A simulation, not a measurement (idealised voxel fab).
Documented hereafter: the process module known as voxel capacitor over wiring.
The cross-section shown here is cut; it is 155 nm wide and divided into square cells measuring 5 nm on a side.
Cross-section format: a grid of square cells, given as bands from top to bottom; each band is one or more rows of cells.
Heads up on the band format: heights come first, top then bottom, in nm. After that it's the materials left to right, each with its width in nm. A single material flagged "throughout" fills the whole band edge to edge, and "air" means there's empty space there.
Heads up on the height convention: 0 is the point under which the incoming wafer is all one material, and the lowest band has no bottom, it just keeps going down, like "0 and below".
It should be noted that a width expressed as "30 to 40" varies in equal increments from row to row of cells within the band, taking the value of the first number at the top row and that of the second number at the bottom row.
"no change occurred", as given for a step, is the statement that not any cell of the cross-section underwent a change during that step.
For the entry "Closed void roster", the listed items are empty spaces with no open way to the top whose size is 8 cells or more; each item follows the pattern width x height at distance, where distance is from the left edge and all three are in nm.
What comes after the settings on a step's line is commentary from the simulator itself on that step.
Regarding "overlay nm": on a step with a mask, it is the distance the mask lay to the right of its planned place; a negative value places it to the left.
Steps in the process plan:
1) RECEIVE: material Si
2) CONFORMAL_DEP: material SiO2, thk nm 15
3) DIRECTIONAL_DEP: material TiN, thk nm 5
4) DIRECTIONAL_DEP: material W, thk nm 15
5) DIRECTIONAL_DEP: material aC, thk nm 10
6) PATTERN: tone cover, mask id METAL_1, material resist, width nm 20, pitch nm 75, thk nm 25, overlay nm 0
7) DIRECTIONAL_ETCH: etch materials aC, depth nm 10
8) STRIP: etch materials resist
9) DIRECTIONAL_ETCH: etch materials W, depth nm 15
10) DIRECTIONAL_ETCH: etch materials TiN, depth nm 5
11) STRIP: etch materials aC
12) FILL_DEP: material SiO2, thk nm 10
13) CMP: height nm 35
14) CONFORMAL_DEP: material SiCN, thk nm 5
15) DIRECTIONAL_DEP: material lowk, thk nm 20
16) PATTERN: tone open, mask id PLUG_1, material resist, width nm 15, thk nm 15, overlay nm 0
17) DIRECTIONAL_ETCH: etch materials lowk, depth nm 20
18) DIRECTIONAL_ETCH: etch materials SiCN, depth nm 5
19) STRIP: etch materials resist
20) EPI: material Ru, thk nm 10
21) EPI: material Ru, thk nm 10
22) EPI: material Ru, thk nm 5
23) DIRECTIONAL_DEP: material TiN, thk nm 10
24) DIRECTIONAL_DEP: material SiN, thk nm 5
25) DIRECTIONAL_DEP: material TiN, thk nm 10
26) MASKED_ETCH: tone cover, mask id UPPER_PLATE, width nm 60, etch materials TiN, depth nm 10, overlay nm 0
27) MASKED_ETCH: tone cover, mask id UPPER_PLATE, width nm 60, etch materials SiN, depth nm 5, overlay nm 0
28) MASKED_ETCH: tone cover, mask id LOWER_PLATE, width nm 70, etch materials TiN, depth nm 10, overlay nm 0
29) FILL_DEP: material SiO2, thk nm 15
30) CMP: height nm 95
31) MASKED_ETCH: tone open, mask id PLUG_2, width nm 15, etch materials SiO2, depth nm 10, overlay nm 0
32) CONFORMAL_DEP: material TiN, thk nm 5
33) FILL_DEP: material Ru, thk nm 5
34) CMP: height nm 95
35) CONFORMAL_DEP: material SiN, thk nm 5
So this is the incoming wafer in cross-section - it's already been through step 1:
    0 and below = Si throughout
    Closed void roster: none
The first of two wafers, cross-sectioned at the end of the module, with the run proceeding as planned:
    100 down to 95 = SiN throughout
    95 down to 90 = SiO2 45 nm  TiN 5 nm  Ru 5 nm  TiN 5 nm  SiO2 95 nm
    90 down to 85 = SiO2 45 nm  TiN 15 nm  SiO2 95 nm
    85 down to 75 = SiO2 35 nm  TiN 60 nm  SiO2 60 nm
    75 down to 70 = SiO2 35 nm  SiN 60 nm  SiO2 60 nm
    70 down to 60 = SiO2 30 nm  TiN 70 nm  SiO2 55 nm
    60 down to 40 = lowk 35 nm  Ru 15 nm  lowk 105 nm
    40 down to 35 = SiCN 35 nm  Ru 15 nm  SiCN 105 nm
    35 down to 20 = SiO2 30 nm  W 20 nm  SiO2 55 nm  W 20 nm  SiO2 30 nm
    20 down to 15 = SiO2 30 nm  TiN 20 nm  SiO2 55 nm  TiN 20 nm  SiO2 30 nm
    15 down to 0 = SiO2 throughout
    0 and below = Si throughout
    Closed void roster: none
So this is wafer number two of the two, cut at the end of the module - it started where the first did and had the same plan, we just got one thing wrong running it:
    100 down to 95 = SiN throughout
    95 down to 90 = SiO2 45 nm  TiN 5 nm  Ru 5 nm  TiN 5 nm  SiO2 95 nm
    90 down to 85 = SiO2 45 nm  TiN 15 nm  SiO2 95 nm
    85 down to 75 = SiO2 35 nm  TiN 60 nm  SiO2 60 nm
    75 down to 70 = SiO2 35 nm  SiN 60 nm  SiO2 60 nm
    70 down to 60 = SiO2 30 nm  TiN 70 nm  SiO2 55 nm
    60 down to 40 = lowk 35 nm  Ru 15 nm  lowk 105 nm
    40 down to 35 = SiCN 35 nm  Ru 15 nm  SiCN 105 nm
    35 down to 20 = SiO2 30 nm  W 20 nm  SiO2 55 nm  W 20 nm  SiO2 30 nm
    20 down to 15 = lowk throughout
    15 down to 0 = SiO2 throughout
    0 and below = Si throughout
    Closed void roster: none
Finding, execution versus plan: step 3 ran with different settings than intended, the actual operation and settings being DIRECTIONAL_DEP: material lowk, thk nm 5
at the end the second wafer has, in cells: -23 SiO2 | -8 TiN | +31 lowk
